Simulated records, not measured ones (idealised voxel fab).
process module | voxel released beams
cross-section cut | 160 nm wide | cells 5 nm
A cross-section is a grid of square cells, given in bands from the top down. A band is one or more rows of cells.
Each band's line starts with the height of the band's top and of its bottom, in nm. Then come its materials from left to right, each with its width in nm. One material with "throughout" fills the band from edge to edge. "air" is empty space.
Height 0 is the level under which the wafer as received is all one material. The lowest band goes on downwards, as in "0 down".
A width such as "30 to 40" changes by the same amount from each row of cells to the next, from the band's top row to its bottom row.
"no change" after a step means that no cell of the cross-section changed.
closed voids: empty space of 8 cells or more with no open way to the top, each as width x height at its distance from the left edge, in nm
after a step's settings: what the simulator itself notes on the step
overlay nm, on a step with a mask: how far to the right of its planned place the mask lay; to the left if negative
plan
1 op RECEIVE | material Si
2 op CONFORMAL_DEP | material SiN | thk nm 5
3 op DIRECTIONAL_DEP | material SiO2 | thk nm 20
4 op MASKED_ETCH | tone open | mask id ANCHOR | width nm 45 | etch materials SiO2 | depth nm 20 | overlay nm 0
5 op CONFORMAL_DEP | material polySi | thk nm 15
6 op MASKED_ETCH | tone cover | mask id BEAM | width nm 115 | etch materials polySi | depth nm 15 | overlay nm 0
7 op STRIP | etch materials SiO2
as received, after step 1
  0 down: Si throughout
  closed voids: none
first wafer at the end, as planned
  40 to 25: air 20 | polySi 20 | air 15 | polySi 80 | air 25
  25 to 20: air 25 | polySi 15 | air 15 | polySi 15 | air 90
  20 to 5: air 25 | polySi 45 | air 90
  5 to 0: SiN throughout
  0 down: Si throughout
  closed voids: none
second wafer at the end: like start, like plan, one mistake
  40 to 25: air 25 | polySi 15 | air 15 | polySi 80 | air 25
  25 to 20: air 25 | polySi 15 | air 15 | polySi 15 | air 90
  20 to 5: air 25 | polySi 45 | air 90
  5 to 0: SiN throughout
  0 down: Si throughout
  closed voids: none
what went wrong: step 6 ran as: op MASKED_ETCH | tone cover | mask id BEAM | width nm 110 | etch materials polySi | depth nm 15 | overlay nm 0
at the end the second wafer has, in cells: 3 fewer of polySi
